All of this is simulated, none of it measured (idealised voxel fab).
Title: Process Module voxel double patterning
Each square cell in cross-section cut measures 5 nm, and the section as a whole is 280 nm wide.
For the purposes of this document, a cross-section shall be understood as a grid of square cells, specified as bands listed in top-to-bottom order, each band consisting of one or more rows of cells. In this notation a band is specified by the heights of its top and bottom, in that order and in nm, after which its materials appear from left to right, each paired with its width in nm. The word "full width" attached to a single material means that material fills the band from edge to edge; the word "blank" stands for empty space. Height is counted from the level 0, under which the received wafer is composed throughout of one material. The lowest of the bands is not closed at the bottom but continues downward, in the notation "top 0, no bottom". Quick explanation for "30..40": the width changes in equal steps down the rows of cells, from the first number in the band's top row to the second number in its bottom row. "identical to before" -> step changed no cross-section cell. The label "Closed void roster" introduces a list of the empty spaces, 8 cells or larger, that have no open way up to the top; each entry in it reads width x height at distance, where the distance is taken from the left edge and all three are stated in nm. Read whatever lies past the settings on a step's line as the simulator's own remark about the step. overlay nm: mask right of planned place by this much (step with mask). Neg. = left.
[So here's the lineup of process steps we planned]
1: RECEIVE [material Si]
2: CONFORMAL_DEP [material SiO2] [thk nm 5]
3: DIRECTIONAL_DEP [material TiN] [thk nm 20]
4: DIRECTIONAL_DEP [material SiCN] [thk nm 5]
5: PATTERN [tone open] [mask id FIRST] [material resist] [width nm 15] [pitch nm 50] [thk nm 15] [overlay nm 0]
6: DIRECTIONAL_ETCH [etch materials SiCN] [depth nm 5]
7: STRIP [etch materials resist]
8: PATTERN [tone open] [mask id SECOND] [material resist] [width nm 15] [thk nm 15] [overlay nm 0]
9: DIRECTIONAL_ETCH [etch materials SiCN] [depth nm 5]
10: STRIP [etch materials resist]
11: DIRECTIONAL_ETCH [etch materials TiN] [depth nm 10]
12: STRIP [etch materials SiCN]
Split variable: depth nm, step 11. Plan value = first wafer. Wafers start alike.
[The first of several wafers, as received after step 1, seen in section]
	top 0, no bottom  Si full width
	Closed void roster: none
[Last step of the module is step 12; after it, the first of several wafers in cross-section]
	top 25, bottom 15  105 TiN / 15 blank / 10 TiN / 15 blank / 10 TiN / 15 blank / 110 TiN
	top 15, bottom 5  TiN full width
	top 5, bottom 0  SiO2 full width
	top 0, no bottom  Si full width
	Closed void roster: none
[A cross-section through the last wafer at the close of the module]
	top 25, bottom 5  105 TiN / 15 blank / 10 TiN / 15 blank / 10 TiN / 15 blank / 110 TiN
	top 5, bottom 0  SiO2 full width
	top 0, no bottom  Si full width
	Closed void roster: none
[Per wafer (row), end of module: delta in cells per material since receipt, (+) for gained, (-) for lost; closed voids after that]
depth nm 10 | +56 SiO2 | +206 TiN | Closed void roster: none
depth nm 15 | +56 SiO2 | +197 TiN | Closed void roster: none
depth nm 20 | +56 SiO2 | +188 TiN | Closed void roster: none
depth nm 25 | +56 SiO2 | +188 TiN | Closed void roster: none
depth nm 30 | +56 SiO2 | +188 TiN | Closed void roster: none
depth nm 35 | +56 SiO2 | +188 TiN | Closed void roster: none
